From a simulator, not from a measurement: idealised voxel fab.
The process module that follows is named voxel self aligned contacts.
Shown is cross-section cut, with a width of 230 nm and square cells of size 5 nm.
Reading order for cross-sections: top band down to bottom band. Underlying form: a grid of square cells. Band size: one or more rows of cells. First you get the band's top height and its bottom height, in nm, and then the materials it's made of, left to right, with each width in nm. If you see a single material with "throughout", that one covers the band edge to edge. "empty" is empty space. The level at which height equals 0 is the one under which the wafer, as it arrives, is entirely one material. No lower edge exists for the bottom band, which continues downward and is notated as in "0 -> down". The two numbers in a width such as "30..40" mark its ends across the band: the first belongs to the top row of cells, the second to the bottom row, and from each row to the next the width moves by the same amount. "all unchanged" for a step: no cell of the cross-section changed in that step. Reported under the label "Trapped voids" are the empty spaces having no open way to the top and comprising 8 cells or more; the notation for each is width x height at distance, in which the distance is measured from the left edge and all three values are in nm. Anything after a step's settings on that line? It's the simulator's own note about the step. If you see "overlay nm" on a step's line and that step has a mask, it's telling you how far right of where it was planned the mask ended up; a negative number means it went left instead.

Listed below are the process steps as planned:
1 RECEIVE (material Si)
2 CONFORMAL_DEP (material SiO2; thk nm 5)
3 DIRECTIONAL_DEP (material polySi; thk nm 25)
4 DIRECTIONAL_DEP (material SiN; thk nm 20)
5 DIRECTIONAL_DEP (material aC; thk nm 15)
6 PATTERN (tone cover; mask id GATE; material resist; width nm 30; pitch nm 55; thk nm 30; overlay nm 0)
7 DIRECTIONAL_ETCH (etch materials aC; depth nm 15)
8 STRIP (etch materials resist)
9 DIRECTIONAL_ETCH (etch materials SiN; depth nm 20)
10 DIRECTIONAL_ETCH (etch materials polySi; depth nm 25)
11 STRIP (etch materials aC)
12 CONFORMAL_DEP (material SiN; thk nm 5)
13 DIRECTIONAL_ETCH (etch materials SiN; depth nm 5)
14 FILL_DEP (material SiO2; thk nm 15)
15 CMP (height nm 60)
16 DIRECTIONAL_DEP (material aC; thk nm 15)
17 PATTERN (tone open; mask id CONTACT; material resist; width nm 35; thk nm 35; overlay nm -15)
18 DIRECTIONAL_ETCH (etch materials aC; depth nm 15)
19 STRIP (etch materials resist)
20 DIRECTIONAL_ETCH (etch materials SiO2; depth nm 60)
21 STRIP (etch materials aC)
22 CONFORMAL_DEP (material TiN; thk nm 5)
23 FILL_DEP (material W; thk nm 5)
24 CMP (height nm 60)
25 CONFORMAL_DEP (material SiN; thk nm 5)
Where the wafers of this document differ is in the overlay nm of step 17; they start out the same, and the plan states the value that applied to the first wafer.

So this is the first of several wafers, cross-sectioned as it came to us, meaning it's at the end of step 1:
> 0 -> down: Si throughout
> Trapped voids: none

First wafer at the end, after step 25:
> 65 -> 60: SiN throughout
> 60 -> 55: SiO2 80 / TiN 5 / W 25 / TiN 5 / SiO2 115
> 55 -> 50: SiO2 80 / TiN 35 / SiO2 115
> 50 -> 30: SiO2 65 / SiN 40 / TiN 10 / SiO2 5 / SiN 40 / SiO2 70
> 30 -> 5: SiO2 65 / SiN 5 / polySi 30 / SiN 5 / TiN 10 / SiO2 5 / SiN 5 / polySi 30 / SiN 5 / SiO2 70
> 5 -> 0: SiO2 105 / TiN 10 / SiO2 115
> 0 -> down: Si throughout
> Trapped voids: none

Last wafer x-sec, end of module:
> 65 -> 60: SiN throughout
> 60 -> 55: SiO2 110 / TiN 5 / W 25 / TiN 5 / SiO2 85
> 55 -> 50: SiO2 110 / TiN 35 / SiO2 85
> 50 -> 30: SiO2 65 / SiN 40 / SiO2 5 / TiN 10 / SiN 40 / SiO2 70
> 30 -> 5: SiO2 65 / SiN 5 / polySi 30 / SiN 5 / SiO2 5 / TiN 10 / SiN 5 / polySi 30 / SiN 5 / SiO2 70
> 5 -> 0: SiO2 110 / TiN 10 / SiO2 110
> 0 -> down: Si throughout
> Trapped voids: none

Per wafer (row), end of module: delta in cells per material since receipt, (+) for gained, (-) for lost; closed voids after that:
overlay nm -15; +130 SiN; +374 SiO2; +29 TiN; +5 W; +60 polySi; Trapped voids: none
overlay nm -10; +130 SiN; +364 SiO2; +29 TiN; +15 W; +60 polySi; Trapped voids: none
overlay nm -5; +130 SiN; +364 SiO2; +29 TiN; +15 W; +60 polySi; Trapped voids: none
overlay nm 0; +130 SiN; +364 SiO2; +29 TiN; +15 W; +60 polySi; Trapped voids: none
overlay nm 5; +130 SiN; +364 SiO2; +29 TiN; +15 W; +60 polySi; Trapped voids: none
overlay nm 10; +130 SiN; +364 SiO2; +29 TiN; +15 W; +60 polySi; Trapped voids: none
overlay nm 15; +130 SiN; +374 SiO2; +29 TiN; +5 W; +60 polySi; Trapped voids: none
